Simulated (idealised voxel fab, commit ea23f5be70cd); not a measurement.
Process module under the name voxel tone inversion
The width of the displayed cross-section, cut, is 230 nm; its cells are square, with a size of 5 nm.
Notation: cross-section as square-cell grid; stated in bands, top first, going down; one or more cell rows per band. First you get the band's top height and its bottom height, in nm, and then the materials it's made of, left to right, with each width in nm. If you see a single material with "everywhere", that one covers the band edge to edge. "blank" is empty space. Basically, 0 is our baseline, since under it the wafer straight out of the box is all one material. The bottom band has no lower end and keeps on going down, so it looks like "0 -> down". Top row gets the first number, bottom row gets the second, and each row in between changes by the same step: that is how a band width like "30 to 40" works. For the purposes of this document, the phrase "remains unaltered" attached to a step denotes that no cell within the cross-section was modified by that step. In the "Closed internal voids" entry, you get each enclosed empty space of 8 cells or more, one with no open way to the top, written width x height at distance, distance from the left edge, in nm. Where a step's line continues beyond its settings, the continuation is a remark by the simulator itself on that step. overlay nm: step with mask; distance mask lay right of planned place; negative value = left of planned place.

Planned step list for the process:
1. op RECEIVE | material Si
2. op CONFORMAL_DEP | material SiN | thk nm 10
3. op DIRECTIONAL_DEP | material aC | thk nm 25
4. op PATTERN | tone cover | mask id POSTS | material resist | width nm 20 | pitch nm 35 | thk nm 35 | overlay nm 0
5. op DIRECTIONAL_ETCH | etch materials aC | depth nm 25
6. op STRIP | etch materials resist
7. op FILL_DEP | material lowk | thk nm 10
8. op CMP | height nm 35
9. op STRIP | etch materials aC

Incoming wafer, cross-sectional view, post step 1:
  0 -> down = Si everywhere
  Closed internal voids: none

End-of-module XS, first of two wafers, run as planned:
  35 -> 10 = lowk 70, blank 20, lowk 15, blank 20, lowk 15, blank 20, lowk 70
  10 -> 0 = SiN everywhere
  0 -> down = Si everywhere
  Closed internal voids: none

Cross-section, second wafer: same start as the first, same plan as the first, one mistake in running it; taken at the end of the module:
  35 -> 10 = lowk 75, blank 15, lowk 20, blank 15, lowk 20, blank 15, lowk 70
  10 -> 0 = SiN everywhere
  0 -> down = Si everywhere
  Closed internal voids: none
The plan and the run diverged here: off-plan run, step 4, actual operation and settings op PATTERN | tone cover | mask id POSTS | material resist | width nm 15 | pitch nm 35 | thk nm 35 | overlay nm 0
End check, counted in cells, second wafer has more or fewer of these materials than the first: lowk: 15 more
